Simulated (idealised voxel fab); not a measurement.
The process module that follows is named voxel ribs on slabs.
Cross-section cut spans 200 nm and uses square cells 5 nm in size.
How to read a cross-section here: the picture is a grid of square cells, written as bands going from the top down, and any band can span one or more rows of cells.
The entry gives the band's vertical extent as a top height and a bottom height in nm, then its horizontal make-up as materials from left to right, each with a width in nm. "air" stands for empty space; a single material marked "all across" fills the band edge to edge.
Note: height 0 marks the level under which the wafer is uniformly one material as received. Lowest band unbounded below, written "top 0, no bottom".
You'd read "30->40" like this: the band's top row of cells is as wide as the first number, its bottom row is as wide as the second, and going down, every row changes width by the same amount as the row before did.
The cross-section has no changed cell in any step marked "nothing got changed".
In the "Unvented cavities" entry, you get each enclosed empty space of 8 cells or more, one with no open way to the top, written width x height at distance, distance from the left edge, in nm.
Where a step's line continues beyond its settings, the continuation is a remark by the simulator itself on that step.
If you see "overlay nm" on a step's line and that step has a mask, it's telling you how far right of where it was planned the mask ended up; a negative number means it went left instead.

Plan:
1: RECEIVE [material Si]
2: DIRECTIONAL_DEP [material SiO2] [thk nm 20]
3: DIRECTIONAL_DEP [material SiN] [thk nm 20]
4: DIRECTIONAL_DEP [material aC] [thk nm 10]
5: PATTERN [tone cover] [mask id RIB] [material resist] [width nm 20] [thk nm 25] [overlay nm 0]
6: DIRECTIONAL_ETCH [etch materials aC] [depth nm 10]
7: STRIP [etch materials resist]
8: DIRECTIONAL_ETCH [etch materials SiN] [depth nm 10]
9: STRIP [etch materials aC]
10: DIRECTIONAL_DEP [material aC] [thk nm 15]
11: PATTERN [tone cover] [mask id SLAB] [material resist] [width nm 50] [thk nm 30] [overlay nm 0]
12: DIRECTIONAL_ETCH [etch materials aC] [depth nm 15]
13: STRIP [etch materials resist]
14: DIRECTIONAL_ETCH [etch materials SiN] [depth nm 10]
15: STRIP [etch materials aC]
16: FILL_DEP [material SiO2] [thk nm 30]
17: CMP [height nm 60]
18: DIRECTIONAL_DEP [material TiN] [thk nm 5]
19: MASKED_ETCH [tone cover] [mask id HEATER] [width nm 30] [etch materials TiN] [depth nm 5] [overlay nm 0]
20: CONFORMAL_DEP [material SiN] [thk nm 5]

Run as planned: first of two wafers:

Step 1 complete: cross-section of the wafer as received:
* top 0, no bottom = Si all across
* Unvented cavities: none

You're looking at a cross-section of the wafer after step 2:
* top 20, bottom 0 = SiO2 all across
* Everything below 0 is unchanged.

You're looking at a cross-section of the wafer after step 3:
* top 40, bottom 20 = SiN all across
* Everything below 20 is unchanged.

You're looking at a cross-section of the wafer after step 4:
* top 50, bottom 40 = aC all across
* Everything below 40 is unchanged.

You're looking at a cross-section of the wafer after step 5:
* top 75, bottom 50 = 90 nm air | 20 nm resist | 90 nm air
* Everything below 50 is unchanged.

You're looking at a cross-section of the wafer after step 6:
* top 65, bottom 50 = 90 nm air | 20 nm resist | 90 nm air
* top 50, bottom 40 = 90 nm air | 20 nm aC | 90 nm air
* Everything below 40 is unchanged.

You're looking at a cross-section of the wafer after step 7:
* top 50, bottom 40 = 90 nm air | 20 nm aC | 90 nm air
* Everything below 40 is unchanged.

You're looking at a cross-section of the wafer after step 8:
* top 50, bottom 40 = 90 nm air | 20 nm aC | 90 nm air
* top 40, bottom 30 = 90 nm air | 20 nm SiN | 90 nm air
* Everything below 30 is unchanged.

You're looking at a cross-section of the wafer after step 9:
* top 40, bottom 30 = 90 nm air | 20 nm SiN | 90 nm air
* Everything below 30 is unchanged.

You're looking at a cross-section of the wafer after step 10:
* top 55, bottom 45 = 90 nm air | 20 nm aC | 90 nm air
* top 45, bottom 40 = aC all across
* top 40, bottom 30 = 90 nm aC | 20 nm SiN | 90 nm aC
* Everything below 30 is unchanged.

You're looking at a cross-section of the wafer after step 11:
* top 85, bottom 55 = 75 nm air | 50 nm resist | 75 nm air
* top 55, bottom 45 = 75 nm air | 15 nm resist | 20 nm aC | 15 nm resist | 75 nm air
* Everything below 45 is unchanged.

You're looking at a cross-section of the wafer after step 12:
* top 70, bottom 55 = 75 nm air | 50 nm resist | 75 nm air
* top 55, bottom 45 = 75 nm air | 15 nm resist | 20 nm aC | 15 nm resist | 75 nm air
* top 45, bottom 40 = 75 nm air | 50 nm aC | 75 nm air
* top 40, bottom 30 = 75 nm air | 15 nm aC | 20 nm SiN | 15 nm aC | 75 nm air
* Everything below 30 is unchanged.

You're looking at a cross-section of the wafer after step 13:
* top 55, bottom 45 = 90 nm air | 20 nm aC | 90 nm air
* Everything below 45 is unchanged.

You're looking at a cross-section of the wafer after step 14:
* top 55, bottom 45 = 90 nm air | 20 nm aC | 90 nm air
* top 45, bottom 40 = 75 nm air | 50 nm aC | 75 nm air
* top 40, bottom 30 = 75 nm air | 15 nm aC | 20 nm SiN | 15 nm aC | 75 nm air
* top 30, bottom 20 = 75 nm air | 50 nm SiN | 75 nm air
* Everything below 20 is unchanged.

You're looking at a cross-section of the wafer after step 15:
* top 40, bottom 30 = 90 nm air | 20 nm SiN | 90 nm air
* Everything below 30 is unchanged.

You're looking at a cross-section of the wafer after step 16:
* top 70, bottom 40 = SiO2 all across
* top 40, bottom 30 = 90 nm SiO2 | 20 nm SiN | 90 nm SiO2
* top 30, bottom 20 = 75 nm SiO2 | 50 nm SiN | 75 nm SiO2
* Everything below 20 is unchanged.

You're looking at a cross-section of the wafer after step 17:
* top 60, bottom 40 = SiO2 all across
* Everything below 40 is unchanged.

You're looking at a cross-section of the wafer after step 18:
* top 65, bottom 60 = TiN all across
* Everything below 60 is unchanged.

You're looking at a cross-section of the wafer after step 19:
* top 65, bottom 60 = 85 nm air | 30 nm TiN | 85 nm air
* Everything below 60 is unchanged.

You're looking at a cross-section of the wafer after step 20:
* top 70, bottom 65 = 80 nm air | 40 nm SiN | 80 nm air
* top 65, bottom 60 = 85 nm SiN | 30 nm TiN | 85 nm SiN
* Everything below 60 is unchanged.

Wafer two of two - same starting point, same process plan, one mistake in execution; matches wafer one up to and including step 1:

Planned end of step 2: second wafer, cross-section:
* top 20, bottom 0 = SiN all across
* Everything below 0 is unchanged.

Planned end of step 3: second wafer, cross-section:
* top 40, bottom 20 = SiO2 all across
* Everything below 20 is unchanged.

Planned end of step 4: second wafer, cross-section:
* top 50, bottom 40 = aC all across
* Everything below 40 is unchanged.

Planned end of step 5: second wafer, cross-section:
* top 75, bottom 50 = 90 nm air | 20 nm resist | 90 nm air
* Everything below 50 is unchanged.

Planned end of step 6: second wafer, cross-section:
* top 65, bottom 50 = 90 nm air | 20 nm resist | 90 nm air
* top 50, bottom 40 = 90 nm air | 20 nm aC | 90 nm air
* Everything below 40 is unchanged.

Planned end of step 7: second wafer, cross-section:
* top 50, bottom 40 = 90 nm air | 20 nm aC | 90 nm air
* Everything below 40 is unchanged.

Planned end of step 8: second wafer, cross-section: nothing got changed

Planned end of step 9: second wafer, cross-section:
* top 40, bottom 20 = SiO2 all across
* Everything below 20 is unchanged.

Planned end of step 10: second wafer, cross-section:
* top 55, bottom 40 = aC all across
* Everything below 40 is unchanged.

Planned end of step 11: second wafer, cross-section:
* top 85, bottom 55 = 75 nm air | 50 nm resist | 75 nm air
* Everything below 55 is unchanged.

Planned end of step 12: second wafer, cross-section:
* top 70, bottom 55 = 75 nm air | 50 nm resist | 75 nm air
* top 55, bottom 40 = 75 nm air | 50 nm aC | 75 nm air
* Everything below 40 is unchanged.

Planned end of step 13: second wafer, cross-section:
* top 55, bottom 40 = 75 nm air | 50 nm aC | 75 nm air
* Everything below 40 is unchanged.

Planned end of step 14: second wafer, cross-section: nothing got changed

Planned end of step 15: second wafer, cross-section:
* top 40, bottom 20 = SiO2 all across
* Everything below 20 is unchanged.

Planned end of step 16: second wafer, cross-section:
* top 70, bottom 20 = SiO2 all across
* Everything below 20 is unchanged.

Planned end of step 17: second wafer, cross-section:
* top 60, bottom 20 = SiO2 all across
* Everything below 20 is unchanged.

Planned end of step 18: second wafer, cross-section:
* top 65, bottom 60 = TiN all across
* Everything below 60 is unchanged.

Planned end of step 19: second wafer, cross-section:
* top 65, bottom 60 = 85 nm air | 30 nm TiN | 85 nm air
* Everything below 60 is unchanged.

Planned end of step 20: second wafer, cross-section:
* top 70, bottom 65 = 80 nm air | 40 nm SiN | 80 nm air
* top 65, bottom 60 = 85 nm SiN | 30 nm TiN | 85 nm SiN
* Everything below 60 is unchanged.
Which mistake was made when the wafer was run? swap of plan steps 2 and 3 during execution
Final tally in cells, some materials are higher or lower on the second wafer than on the first: SiN: 132 more | SiO2: 132 fewer
